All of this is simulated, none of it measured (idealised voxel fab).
Presented below is a process module, voxel transistor to metal.
FYI the section here is cut, 150 nm wide, cells are 5 nm squares.
In this document a cross-section is written as a grid of square cells. It is given as a series of bands, listed from the top down, and a band is one or more rows of cells. First you get the band's top height and its bottom height, in nm, and then the materials it's made of, left to right, with each width in nm. If you see a single material with "edge to edge", that one covers the band edge to edge. "empty" is empty space. Beneath 0, the wafer as received is one material, and that level is where height counting begins. The lowest band goes on downward without a bottom; it is written like "from 0 down". A two-number width, for instance "30 to 40", indicates that the width is equal to the first number in the top row of the band and to the second number in the bottom row, and that it changes by a constant amount per row of cells. What does "no alteration" mean for a step? It means no cell of the cross-section changed in that step. "Enclosed cavities" contains a list of empty spaces, each no smaller than 8 cells and without an open way to the top, written in the form width x height at distance with the distance from the left edge and all three in nm. Past the settings on a step's line: simulator remark, on that step. The line of a step may include "overlay nm". On a step with a mask, this value is how far to the right of its planned place the mask lay. A negative value means the mask lay to the left.
[Intended process steps]
1 RECEIVE: material Si
2 OXIDIZE: depth nm 5
3 CONFORMAL_DEP: material SiN, thk nm 10
4 MASKED_ETCH: tone cover, mask id ACTIVE, width nm 95, etch materials SiN, depth nm 10, overlay nm 0
5 MASKED_ETCH: tone cover, mask id ACTIVE, width nm 95, etch materials SiO2, depth nm 5, overlay nm 0
6 MASKED_ETCH: tone cover, mask id ACTIVE, width nm 95, etch materials Si, depth nm 25, overlay nm 0
7 FILL_DEP: material SiO2, thk nm 15
8 CMP: height nm 10
9 SELECTIVE_ETCH: etch materials SiO2, depth nm 10
10 STRIP: etch materials SiN
11 SELECTIVE_ETCH: etch materials SiO2, depth nm 5
12 OXIDIZE: depth nm 5
13 DIRECTIONAL_DEP: material polySi, thk nm 25
14 DIRECTIONAL_DEP: material SiCN, thk nm 15
15 PATTERN: tone cover, mask id GATE, material resist, width nm 25, thk nm 20, overlay nm 0
16 DIRECTIONAL_ETCH: etch materials SiCN, depth nm 25
17 DIRECTIONAL_ETCH: etch materials polySi, depth nm 35
18 STRIP: etch materials resist
19 CONFORMAL_DEP: material SiO2, thk nm 5
20 DIRECTIONAL_ETCH: etch materials SiO2, depth nm 5
21 CONFORMAL_DEP: material SiN, thk nm 5
22 DIRECTIONAL_ETCH: etch materials SiN, depth nm 5
23 DIRECTIONAL_ETCH: etch materials SiO2, depth nm 5
24 DIRECTIONAL_ETCH: etch materials Si, depth nm 10
25 EPI: material SiGe, thk nm 10
26 FILL_DEP: material SiO2, thk nm 10
27 CMP: height nm 35
28 DIRECTIONAL_DEP: material SiO2, thk nm 10
29 MASKED_ETCH: tone open, mask id CONTACT, width nm 25, pitch nm 60, etch materials SiO2, depth nm 55, overlay nm 0
30 CONFORMAL_DEP: material TiN, thk nm 5
31 FILL_DEP: material Ru, thk nm 5
32 CMP: height nm 45
33 DIRECTIONAL_DEP: material TiN, thk nm 5
34 DIRECTIONAL_DEP: material Ru, thk nm 20
35 PATTERN: tone cover, mask id METAL_1, material resist, width nm 15, pitch nm 70, thk nm 20, overlay nm 0
36 DIRECTIONAL_ETCH: etch materials Ru, depth nm 20
37 DIRECTIONAL_ETCH: etch materials TiN, depth nm 5
38 STRIP: etch materials resist
39 CONFORMAL_DEP: material SiN, thk nm 5
40 FILL_DEP: material SiO2, thk nm 5
41 CMP: height nm 70
42 CONFORMAL_DEP: material SiN, thk nm 5
[Of two wafers, the first: run according to plan]
[Cross-section of the incoming wafer, state after step 1]
    from 0 down  Si edge to edge
    Enclosed cavities: none
[Upon completion of step 2, the wafer appears in cross-section as shown]
    from 0 to -5  SiO2 edge to edge
    Beneath the level -5, the cross-section is identical to its previous state.
[Upon completion of step 3, the wafer appears in cross-section as shown]
    from 10 to 0  SiN edge to edge
    Beneath the level 0, the cross-section is identical to its previous state.
[Upon completion of step 4, the wafer appears in cross-section as shown]
    from 10 to 0  empty (25) / SiN (95) / empty (30)
    Beneath the level 0, the cross-section is identical to its previous state.
[Upon completion of step 5, the wafer appears in cross-section as shown]
    from 10 to 0  empty (25) / SiN (95) / empty (30)
    from 0 to -5  empty (25) / SiO2 (95) / empty (30)
    Beneath the level -5, the cross-section is identical to its previous state.
[Upon completion of step 6, the wafer appears in cross-section as shown]
    from 10 to 0  empty (25) / SiN (95) / empty (30)
    from 0 to -5  empty (25) / SiO2 (95) / empty (30)
    from -5 to -30  empty (25) / Si (95) / empty (30)
    Beneath the level -30, the cross-section is identical to its previous state.
[Upon completion of step 7, the wafer appears in cross-section as shown]
    from 25 to 10  SiO2 edge to edge
    from 10 to 0  SiO2 (25) / SiN (95) / SiO2 (30)
    from 0 to -5  SiO2 edge to edge
    from -5 to -30  SiO2 (25) / Si (95) / SiO2 (30)
    Beneath the level -30, the cross-section is identical to its previous state.
[Upon completion of step 8, the wafer appears in cross-section as shown]
    from 10 to 0  SiO2 (25) / SiN (95) / SiO2 (30)
    Beneath the level 0, the cross-section is identical to its previous state.
[Upon completion of step 9, the wafer appears in cross-section as shown]
    from 10 to 0  empty (25) / SiN (95) / empty (30)
    Beneath the level 0, the cross-section is identical to its previous state.
[Upon completion of step 10, the wafer appears in cross-section as shown]
    from 0 to -5  SiO2 edge to edge
    Beneath the level -5, the cross-section is identical to its previous state.
[Upon completion of step 11, the wafer appears in cross-section as shown]
    from -5 to -30  SiO2 (25) / Si (95) / SiO2 (30)
    Beneath the level -30, the cross-section is identical to its previous state.
[Upon completion of step 12, the wafer appears in cross-section as shown]
    from -5 to -10  SiO2 edge to edge
    Beneath the level -10, the cross-section is identical to its previous state.
[Upon completion of step 13, the wafer appears in cross-section as shown]
    from 20 to -5  polySi edge to edge
    Beneath the level -5, the cross-section is identical to its previous state.
[Upon completion of step 14, the wafer appears in cross-section as shown]
    from 35 to 20  SiCN edge to edge
    Beneath the level 20, the cross-section is identical to its previous state.
[Upon completion of step 15, the wafer appears in cross-section as shown]
    from 55 to 35  empty (60) / resist (25) / empty (65)
    Beneath the level 35, the cross-section is identical to its previous state.
[Upon completion of step 16, the wafer appears in cross-section as shown]
    from 55 to 35  empty (60) / resist (25) / empty (65)
    from 35 to 20  empty (60) / SiCN (25) / empty (65)
    Beneath the level 20, the cross-section is identical to its previous state.
[Upon completion of step 17, the wafer appears in cross-section as shown]
    from 55 to 35  empty (60) / resist (25) / empty (65)
    from 35 to 20  empty (60) / SiCN (25) / empty (65)
    from 20 to -5  empty (60) / polySi (25) / empty (65)
    Beneath the level -5, the cross-section is identical to its previous state.
[Upon completion of step 18, the wafer appears in cross-section as shown]
    from 35 to 20  empty (60) / SiCN (25) / empty (65)
    Beneath the level 20, the cross-section is identical to its previous state.
[Upon completion of step 19, the wafer appears in cross-section as shown]
    from 40 to 35  empty (55) / SiO2 (35) / empty (60)
    from 35 to 20  empty (55) / SiO2 (5) / SiCN (25) / SiO2 (5) / empty (60)
    from 20 to 0  empty (55) / SiO2 (5) / polySi (25) / SiO2 (5) / empty (60)
    from 0 to -5  SiO2 (60) / polySi (25) / SiO2 (65)
    Beneath the level -5, the cross-section is identical to its previous state.
[Upon completion of step 20, the wafer appears in cross-section as shown]
    from 35 to 20  empty (55) / SiO2 (5) / SiCN (25) / SiO2 (5) / empty (60)
    from 20 to -5  empty (55) / SiO2 (5) / polySi (25) / SiO2 (5) / empty (60)
    Beneath the level -5, the cross-section is identical to its previous state.
[Upon completion of step 21, the wafer appears in cross-section as shown]
    from 40 to 35  empty (50) / SiN (45) / empty (55)
    from 35 to 20  empty (50) / SiN (5) / SiO2 (5) / SiCN (25) / SiO2 (5) / SiN (5) / empty (55)
    from 20 to 0  empty (50) / SiN (5) / SiO2 (5) / polySi (25) / SiO2 (5) / SiN (5) / empty (55)
    from 0 to -5  SiN (55) / SiO2 (5) / polySi (25) / SiO2 (5) / SiN (60)
    Beneath the level -5, the cross-section is identical to its previous state.
[Upon completion of step 22, the wafer appears in cross-section as shown]
    from 35 to 20  empty (50) / SiN (5) / SiO2 (5) / SiCN (25) / SiO2 (5) / SiN (5) / empty (55)
    from 20 to -5  empty (50) / SiN (5) / SiO2 (5) / polySi (25) / SiO2 (5) / SiN (5) / empty (55)
    Beneath the level -5, the cross-section is identical to its previous state.
[Upon completion of step 23, the wafer appears in cross-section as shown]
    from 35 to 30  empty (50) / SiN (5) / empty (5) / SiCN (25) / empty (5) / SiN (5) / empty (55)
    from 30 to 20  empty (50) / SiN (5) / SiO2 (5) / SiCN (25) / SiO2 (5) / SiN (5) / empty (55)
    from 20 to -5  empty (50) / SiN (5) / SiO2 (5) / polySi (25) / SiO2 (5) / SiN (5) / empty (55)
    from -5 to -10  empty (50) / SiO2 (45) / empty (55)
    Beneath the level -10, the cross-section is identical to its previous state.
[Upon completion of step 24, the wafer appears in cross-section as shown]
    from 35 to 30  empty (50) / SiN (5) / empty (5) / SiCN (25) / empty (5) / SiN (5) / empty (55)
    from 30 to 20  empty (50) / SiN (5) / SiO2 (5) / SiCN (25) / SiO2 (5) / SiN (5) / empty (55)
    from 20 to -5  empty (50) / SiN (5) / SiO2 (5) / polySi (25) / SiO2 (5) / SiN (5) / empty (55)
    from -5 to -10  empty (50) / SiO2 (45) / empty (55)
    from -10 to -20  SiO2 (25) / empty (25) / Si (45) / empty (25) / SiO2 (30)
    Beneath the level -20, the cross-section is identical to its previous state.
[Upon completion of step 25, the wafer appears in cross-section as shown]
    from 35 to 30  empty (50) / SiN (5) / empty (5) / SiCN (25) / empty (5) / SiN (5) / empty (55)
    from 30 to 20  empty (50) / SiN (5) / SiO2 (5) / SiCN (25) / SiO2 (5) / SiN (5) / empty (55)
    from 20 to 0  empty (50) / SiN (5) / SiO2 (5) / polySi (25) / SiO2 (5) / SiN (5) / empty (55)
    from 0 to -5  empty (40) / SiGe (10) / SiN (5) / SiO2 (5) / polySi (25) / SiO2 (5) / SiN (5) / SiGe (10) / empty (45)
    from -5 to -10  empty (40) / SiGe (10) / SiO2 (45) / SiGe (10) / empty (45)
    from -10 to -20  SiO2 (25) / SiGe (25) / Si (45) / SiGe (25) / SiO2 (30)
    Beneath the level -20, the cross-section is identical to its previous state.
[Upon completion of step 26, the wafer appears in cross-section as shown]
    from 45 to 35  SiO2 edge to edge
    from 35 to 20  SiO2 (50) / SiN (5) / SiO2 (5) / SiCN (25) / SiO2 (5) / SiN (5) / SiO2 (55)
    from 20 to 0  SiO2 (50) / SiN (5) / SiO2 (5) / polySi (25) / SiO2 (5) / SiN (5) / SiO2 (55)
    from 0 to -5  SiO2 (40) / SiGe (10) / SiN (5) / SiO2 (5) / polySi (25) / SiO2 (5) / SiN (5) / SiGe (10) / SiO2 (45)
    from -5 to -10  SiO2 (40) / SiGe (10) / SiO2 (45) / SiGe (10) / SiO2 (45)
    Beneath the level -10, the cross-section is identical to its previous state.
[Upon completion of step 27, the wafer appears in cross-section as shown]
    from 35 to 20  SiO2 (50) / SiN (5) / SiO2 (5) / SiCN (25) / SiO2 (5) / SiN (5) / SiO2 (55)
    Beneath the level 20, the cross-section is identical to its previous state.
[Upon completion of step 28, the wafer appears in cross-section as shown]
    from 45 to 35  SiO2 edge to edge
    Beneath the level 35, the cross-section is identical to its previous state.
[Upon completion of step 29, the wafer appears in cross-section as shown]
    from 45 to 35  SiO2 (30) / empty (25) / SiO2 (35) / empty (25) / SiO2 (35)
    from 35 to 20  SiO2 (30) / empty (20) / SiN (5) / SiO2 (5) / SiCN (25) / SiO2 (5) / SiN (5) / empty (20) / SiO2 (35)
    from 20 to 0  SiO2 (30) / empty (20) / SiN (5) / SiO2 (5) / polySi (25) / SiO2 (5) / SiN (5) / empty (20) / SiO2 (35)
    from 0 to -5  SiO2 (30) / empty (10) / SiGe (10) / SiN (5) / SiO2 (5) / polySi (25) / SiO2 (5) / SiN (5) / SiGe (10) / empty (10) / SiO2 (35)
    from -5 to -10  SiO2 (30) / empty (10) / SiGe (10) / SiO2 (45) / SiGe (10) / empty (10) / SiO2 (35)
    Beneath the level -10, the cross-section is identical to its previous state.
[Upon completion of step 30, the wafer appears in cross-section as shown]
    from 50 to 45  TiN (35) / empty (15) / TiN (45) / empty (15) / TiN (40)
    from 45 to 35  SiO2 (30) / TiN (5) / empty (15 to 10) / TiN (5 to 10) / SiO2 (35) / TiN (5 to 10) / empty (15 to 10) / TiN (5) / SiO2 (35)
    from 35 to 20  SiO2 (30) / TiN (5) / empty (10) / TiN (5) / SiN (5) / SiO2 (5) / SiCN (25) / SiO2 (5) / SiN (5) / TiN (5) / empty (10) / TiN (5) / SiO2 (35)
    from 20 to 5  SiO2 (30) / TiN (5) / empty (10) / TiN (5) / SiN (5) / SiO2 (5) / polySi (25) / SiO2 (5) / SiN (5) / TiN (5) / empty (10) / TiN (5) / SiO2 (35)
    from 5 to 0  SiO2 (30) / TiN (20) / SiN (5) / SiO2 (5) / polySi (25) / SiO2 (5) / SiN (5) / TiN (20) / SiO2 (35)
    from 0 to -5  SiO2 (30) / TiN (10) / SiGe (10) / SiN (5) / SiO2 (5) / polySi (25) / SiO2 (5) / SiN (5) / SiGe (10) / TiN (10) / SiO2 (35)
    from -5 to -10  SiO2 (30) / TiN (10) / SiGe (10) / SiO2 (45) / SiGe (10) / TiN (10) / SiO2 (35)
    Beneath the level -10, the cross-section is identical to its previous state.
[Upon completion of step 31, the wafer appears in cross-section as shown]
    from 55 to 50  Ru edge to edge
    from 50 to 45  TiN (35) / Ru (15) / TiN (45) / Ru (15) / TiN (40)
    from 45 to 35  SiO2 (30) / TiN (5) / Ru (15 to 10) / TiN (5 to 10) / SiO2 (35) / TiN (5 to 10) / Ru (15 to 10) / TiN (5) / SiO2 (35)
    from 35 to 20  SiO2 (30) / TiN (5) / Ru (10) / TiN (5) / SiN (5) / SiO2 (5) / SiCN (25) / SiO2 (5) / SiN (5) / TiN (5) / Ru (10) / TiN (5) / SiO2 (35)
    from 20 to 5  SiO2 (30) / TiN (5) / Ru (10) / TiN (5) / SiN (5) / SiO2 (5) / polySi (25) / SiO2 (5) / SiN (5) / TiN (5) / Ru (10) / TiN (5) / SiO2 (35)
    Beneath the level 5, the cross-section is identical to its previous state.
[Upon completion of step 32, the wafer appears in cross-section as shown]
    from 45 to 35  SiO2 (30) / TiN (5) / Ru (15 to 10) / TiN (5 to 10) / SiO2 (35) / TiN (5 to 10) / Ru (15 to 10) / TiN (5) / SiO2 (35)
    Beneath the level 35, the cross-section is identical to its previous state.
[Upon completion of step 33, the wafer appears in cross-section as shown]
    from 50 to 45  TiN edge to edge
    Beneath the level 45, the cross-section is identical to its previous state.
[Upon completion of step 34, the wafer appears in cross-section as shown]
    from 70 to 50  Ru edge to edge
    Beneath the level 50, the cross-section is identical to its previous state.
[Upon completion of step 35, the wafer appears in cross-section as shown]
    from 90 to 70  empty (30) / resist (15) / empty (55) / resist (15) / empty (35)
    Beneath the level 70, the cross-section is identical to its previous state.
[Upon completion of step 36, the wafer appears in cross-section as shown]
    from 90 to 70  empty (30) / resist (15) / empty (55) / resist (15) / empty (35)
    from 70 to 50  empty (30) / Ru (15) / empty (55) / Ru (15) / empty (35)
    Beneath the level 50, the cross-section is identical to its previous state.
[Upon completion of step 37, the wafer appears in cross-section as shown]
    from 90 to 70  empty (30) / resist (15) / empty (55) / resist (15) / empty (35)
    from 70 to 50  empty (30) / Ru (15) / empty (55) / Ru (15) / empty (35)
    from 50 to 45  empty (30) / TiN (15) / empty (55) / TiN (15) / empty (35)
    Beneath the level 45, the cross-section is identical to its previous state.
[Upon completion of step 38, the wafer appears in cross-section as shown]
    from 70 to 50  empty (30) / Ru (15) / empty (55) / Ru (15) / empty (35)
    Beneath the level 50, the cross-section is identical to its previous state.
[Upon completion of step 39, the wafer appears in cross-section as shown]
    from 75 to 70  empty (25) / SiN (25) / empty (45) / SiN (25) / empty (30)
    from 70 to 50  empty (25) / SiN (5) / Ru (15) / SiN (5) / empty (45) / SiN (5) / Ru (15) / SiN (5) / empty (30)
    from 50 to 45  SiN (30) / TiN (15) / SiN (55) / TiN (15) / SiN (35)
    Beneath the level 45, the cross-section is identical to its previous state.
[Upon completion of step 40, the wafer appears in cross-section as shown]
    from 80 to 75  SiO2 edge to edge
    from 75 to 70  SiO2 (25) / SiN (25) / SiO2 (45) / SiN (25) / SiO2 (30)
    from 70 to 50  SiO2 (25) / SiN (5) / Ru (15) / SiN (5) / SiO2 (45) / SiN (5) / Ru (15) / SiN (5) / SiO2 (30)
    Beneath the level 50, the cross-section is identical to its previous state.
[Upon completion of step 41, the wafer appears in cross-section as shown]
    from 70 to 50  SiO2 (25) / SiN (5) / Ru (15) / SiN (5) / SiO2 (45) / SiN (5) / Ru (15) / SiN (5) / SiO2 (30)
    Beneath the level 50, the cross-section is identical to its previous state.
[Upon completion of step 42, the wafer appears in cross-section as shown]
    from 75 to 70  SiN edge to edge
    Beneath the level 70, the cross-section is identical to its previous state.
[Second of two: same start, same plan, one run error; steps up to and including 28 match the first]
[Cross-sectional representation of the second wafer at the time designated in the plan for the completion of step 29]
    from 45 to 35  empty (30) / SiO2 (25) / empty (35) / SiO2 (25) / empty (35)
    from 35 to 20  empty (30) / SiO2 (20) / SiN (5) / empty (5) / SiCN (25) / empty (5) / SiN (5) / SiO2 (20) / empty (35)
    from 20 to 0  empty (30) / SiO2 (20) / SiN (5) / empty (5) / polySi (25) / empty (5) / SiN (5) / SiO2 (20) / empty (35)
    from 0 to -5  empty (30) / SiO2 (10) / SiGe (10) / SiN (5) / empty (5) / polySi (25) / empty (5) / SiN (5) / SiGe (10) / SiO2 (10) / empty (35)
    from -5 to -10  empty (30) / SiO2 (10) / SiGe (10) / SiO2 (5) / empty (5) / SiO2 (25) / empty (5) / SiO2 (5) / SiGe (10) / SiO2 (10) / empty (35)
    Beneath the level -10, the cross-section is identical to its previous state.
[Cross-sectional representation of the second wafer at the time designated in the plan for the completion of step 30]
    from 50 to 45  empty (25) / TiN (35) / empty (25) / TiN (35) / empty (30)
    from 45 to 40  empty (25) / TiN (5) / SiO2 (25) / TiN (5) / empty (25) / TiN (5) / SiO2 (25) / TiN (5) / empty (30)
    from 40 to 35  empty (25) / TiN (5) / SiO2 (25) / TiN (35) / SiO2 (25) / TiN (5) / empty (30)
    from 35 to 20  empty (25) / TiN (5) / SiO2 (20) / SiN (5) / TiN (5) / SiCN (25) / TiN (5) / SiN (5) / SiO2 (20) / TiN (5) / empty (30)
    from 20 to 0  empty (25) / TiN (5) / SiO2 (20) / SiN (5) / TiN (5) / polySi (25) / TiN (5) / SiN (5) / SiO2 (20) / TiN (5) / empty (30)
    from 0 to -5  empty (25) / TiN (5) / SiO2 (10) / SiGe (10) / SiN (5) / TiN (5) / polySi (25) / TiN (5) / SiN (5) / SiGe (10) / SiO2 (10) / TiN (5) / empty (30)
    from -5 to -10  TiN (30) / SiO2 (10) / SiGe (10) / SiO2 (5) / TiN (5) / SiO2 (25) / TiN (5) / SiO2 (5) / SiGe (10) / SiO2 (10) / TiN (35)
    Beneath the level -10, the cross-section is identical to its previous state.
[Cross-sectional representation of the second wafer at the time designated in the plan for the completion of step 31]
    from 55 to 50  Ru edge to edge
    from 50 to 45  Ru (25) / TiN (35) / Ru (25) / TiN (35) / Ru (30)
    from 45 to 40  Ru (25) / TiN (5) / SiO2 (25) / TiN (5) / Ru (25) / TiN (5) / SiO2 (25) / TiN (5) / Ru (30)
    from 40 to 35  Ru (25) / TiN (5) / SiO2 (25) / TiN (35) / SiO2 (25) / TiN (5) / Ru (30)
    from 35 to 20  Ru (25) / TiN (5) / SiO2 (20) / SiN (5) / TiN (5) / SiCN (25) / TiN (5) / SiN (5) / SiO2 (20) / TiN (5) / Ru (30)
    from 20 to 0  Ru (25) / TiN (5) / SiO2 (20) / SiN (5) / TiN (5) / polySi (25) / TiN (5) / SiN (5) / SiO2 (20) / TiN (5) / Ru (30)
    from 0 to -5  Ru (25) / TiN (5) / SiO2 (10) / SiGe (10) / SiN (5) / TiN (5) / polySi (25) / TiN (5) / SiN (5) / SiGe (10) / SiO2 (10) / TiN (5) / Ru (30)
    Beneath the level -5, the cross-section is identical to its previous state.
[Cross-sectional representation of the second wafer at the time designated in the plan for the completion of step 32]
    from 45 to 40  Ru (25) / TiN (5) / SiO2 (25) / TiN (5) / Ru (25) / TiN (5) / SiO2 (25) / TiN (5) / Ru (30)
    Beneath the level 40, the cross-section is identical to its previous state.
[Cross-sectional representation of the second wafer at the time designated in the plan for the completion of step 33]
    from 50 to 45  TiN edge to edge
    Beneath the level 45, the cross-section is identical to its previous state.
[Cross-sectional representation of the second wafer at the time designated in the plan for the completion of step 34]
    from 70 to 50  Ru edge to edge
    Beneath the level 50, the cross-section is identical to its previous state.
[Cross-sectional representation of the second wafer at the time designated in the plan for the completion of step 35]
    from 90 to 70  empty (30) / resist (15) / empty (55) / resist (15) / empty (35)
    Beneath the level 70, the cross-section is identical to its previous state.
[Cross-sectional representation of the second wafer at the time designated in the plan for the completion of step 36]
    from 90 to 70  empty (30) / resist (15) / empty (55) / resist (15) / empty (35)
    from 70 to 50  empty (30) / Ru (15) / empty (55) / Ru (15) / empty (35)
    Beneath the level 50, the cross-section is identical to its previous state.
[Cross-sectional representation of the second wafer at the time designated in the plan for the completion of step 37]
    from 90 to 70  empty (30) / resist (15) / empty (55) / resist (15) / empty (35)
    from 70 to 50  empty (30) / Ru (15) / empty (55) / Ru (15) / empty (35)
    from 50 to 45  empty (30) / TiN (15) / empty (55) / TiN (15) / empty (35)
    Beneath the level 45, the cross-section is identical to its previous state.
[Cross-sectional representation of the second wafer at the time designated in the plan for the completion of step 38]
    from 70 to 50  empty (30) / Ru (15) / empty (55) / Ru (15) / empty (35)
    Beneath the level 50, the cross-section is identical to its previous state.
[Cross-sectional representation of the second wafer at the time designated in the plan for the completion of step 39]
    from 75 to 70  empty (25) / SiN (25) / empty (45) / SiN (25) / empty (30)
    from 70 to 50  empty (25) / SiN (5) / Ru (15) / SiN (5) / empty (45) / SiN (5) / Ru (15) / SiN (5) / empty (30)
    from 50 to 45  SiN (30) / TiN (15) / SiN (55) / TiN (15) / SiN (35)
    Beneath the level 45, the cross-section is identical to its previous state.
[Cross-sectional representation of the second wafer at the time designated in the plan for the completion of step 40]
    from 80 to 75  SiO2 edge to edge
    from 75 to 70  SiO2 (25) / SiN (25) / SiO2 (45) / SiN (25) / SiO2 (30)
    from 70 to 50  SiO2 (25) / SiN (5) / Ru (15) / SiN (5) / SiO2 (45) / SiN (5) / Ru (15) / SiN (5) / SiO2 (30)
    Beneath the level 50, the cross-section is identical to its previous state.
[Cross-sectional representation of the second wafer at the time designated in the plan for the completion of step 41]
    from 70 to 50  SiO2 (25) / SiN (5) / Ru (15) / SiN (5) / SiO2 (45) / SiN (5) / Ru (15) / SiN (5) / SiO2 (30)
    Beneath the level 50, the cross-section is identical to its previous state.
[Cross-sectional representation of the second wafer at the time designated in the plan for the completion of step 42]
    from 75 to 70  SiN edge to edge
    Beneath the level 70, the cross-section is identical to its previous state.
What was the processing mistake? step 29 was not run as planned; what actually ran was MASKED_ETCH: tone cover, mask id CONTACT, width nm 25, pitch nm 60, etch materials SiO2, depth nm 55, overlay nm 0
The final cell counts differ between the wafers, with the second having more or fewer of some materials than the first: Ru: 81 more; SiO2: 91 fewer; TiN: 10 more
